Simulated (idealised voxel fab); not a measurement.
The process module presented herein is designated voxel self aligned vias.
In the cross-section labelled cut, the width is 185 nm and each square cell is 5 nm.
How to read a cross-section here: the picture is a grid of square cells, written as bands going from the top down, and any band can span one or more rows of cells. Band entry format. Leading values: height of top, height of bottom, nm. Remainder: materials in left-to-right order, each with its width in nm. Special words: "full width" on a single material, which then fills the band edge to edge; "air", empty space. Heads up on the height convention: 0 is the point under which the incoming wafer is all one material, and the lowest band has no bottom, it just keeps going down, like "top 0, no bottom". A two-number width, for instance "30->40", indicates that the width is equal to the first number in the top row of the band and to the second number in the bottom row, and that it changes by a constant amount per row of cells. What does "remains unaltered" mean for a step? It means no cell of the cross-section changed in that step. Any empty space of 8 cells or more lacking an open way to the top shows up in "Trapped voids" as width x height at distance, distance from the left edge, in nm. On each step's line, the part that comes after the settings is the simulator's own comment on the step. overlay nm: how far to the right of its planned place the mask lay on this masked step (negative: to the left).
-- Here's what the planned process steps look like
step 1: RECEIVE (material Si)
step 2: CONFORMAL_DEP (material SiO2; thk nm 15)
step 3: CONFORMAL_DEP (material SiCN; thk nm 5)
step 4: DIRECTIONAL_DEP (material lowk; thk nm 30)
step 5: DIRECTIONAL_DEP (material aC; thk nm 10)
step 6: PATTERN (tone open; mask id LINES; material resist; width nm 25; pitch nm 55; thk nm 30; overlay nm 0)
step 7: DIRECTIONAL_ETCH (etch materials aC; depth nm 10)
step 8: STRIP (etch materials resist)
step 9: DIRECTIONAL_ETCH (etch materials lowk; depth nm 30)
step 10: STRIP (etch materials aC)
step 11: CONFORMAL_DEP (material TiN; thk nm 5)
step 12: FILL_DEP (material Ru; thk nm 5)
step 13: CMP (height nm 50)
step 14: SELECTIVE_ETCH (etch materials W Ru TiN; depth nm 5)
step 15: FILL_DEP (material SiN; thk nm 10)
step 16: CMP (height nm 50)
step 17: DIRECTIONAL_DEP (material lowk; thk nm 15)
step 18: PATTERN (tone open; mask id VIAS; material resist; width nm 35; pitch nm 55; thk nm 15; overlay nm 0)
step 19: DIRECTIONAL_ETCH (etch materials lowk; depth nm 15)
step 20: DIRECTIONAL_ETCH (etch materials SiN; depth nm 5)
step 21: STRIP (etch materials resist)
step 22: CONFORMAL_DEP (material TiN; thk nm 5)
step 23: FILL_DEP (material W; thk nm 10)
step 24: CMP (height nm 65)
step 25: CONFORMAL_DEP (material SiCN; thk nm 5)
-- Received-state cross-section, reflecting completion of step 1
> top 0, no bottom | Si full width
> Trapped voids: none
-- Cross-section: first of two wafers, module finished, run according to plan
> top 70, bottom 65 | SiCN full width
> top 65, bottom 55 | lowk (20); TiN (5); W (25); TiN (5); lowk (20); TiN (5); W (25); TiN (5); lowk (20); TiN (5); W (25); TiN (5); lowk (20)
> top 55, bottom 50 | lowk (20); TiN (10); W (15); TiN (10); lowk (20); TiN (10); W (15); TiN (10); lowk (20); TiN (10); W (15); TiN (10); lowk (20)
> top 50, bottom 45 | lowk (25); TiN (25); lowk (30); TiN (25); lowk (30); TiN (25); lowk (25)
> top 45, bottom 25 | lowk (25); TiN (5); Ru (15); TiN (5); lowk (30); TiN (5); Ru (15); TiN (5); lowk (30); TiN (5); Ru (15); TiN (5); lowk (25)
> top 25, bottom 20 | lowk (25); TiN (25); lowk (30); TiN (25); lowk (30); TiN (25); lowk (25)
> top 20, bottom 15 | SiCN full width
> top 15, bottom 0 | SiO2 full width
> top 0, no bottom | Si full width
> Trapped voids: none
-- What the second wafer looks like in cross-section once the module is done. Its start and its plan matched the first wafer's exactly; what differed was one mistake in how it was run
> top 70, bottom 65 | SiCN full width
> top 65, bottom 55 | lowk (20); TiN (5); W (25); TiN (5); lowk (20); TiN (5); W (25); TiN (5); lowk (20); TiN (5); W (25); TiN (5); lowk (20)
> top 55, bottom 50 | lowk (20); TiN (35); lowk (20); TiN (35); lowk (20); TiN (35); lowk (20)
> top 50, bottom 45 | SiN (20); TiN (5); lowk (25); TiN (5); SiN (20); TiN (5); lowk (25); TiN (5); SiN (20); TiN (5); lowk (25); TiN (5); SiN (20)
> top 45, bottom 25 | Ru (20); TiN (5); lowk (25); TiN (5); Ru (20); TiN (5); lowk (25); TiN (5); Ru (20); TiN (5); lowk (25); TiN (5); Ru (20)
> top 25, bottom 20 | TiN (25); lowk (25); TiN (30); lowk (25); TiN (30); lowk (25); TiN (25)
> top 20, bottom 15 | SiCN full width
> top 15, bottom 0 | SiO2 full width
> top 0, no bottom | Si full width
> Trapped voids: none
What was the processing mistake? off-plan run, step 6, actual operation and settings PATTERN (tone cover; mask id LINES; material resist; width nm 25; pitch nm 55; thk nm 30; overlay nm 0)
Heads up, by the end the second wafer has more or fewer cells of some materials compared to the first: Ru: 28 more | SiN: 16 more | TiN: 7 more | W: 9 fewer | lowk: 42 fewer
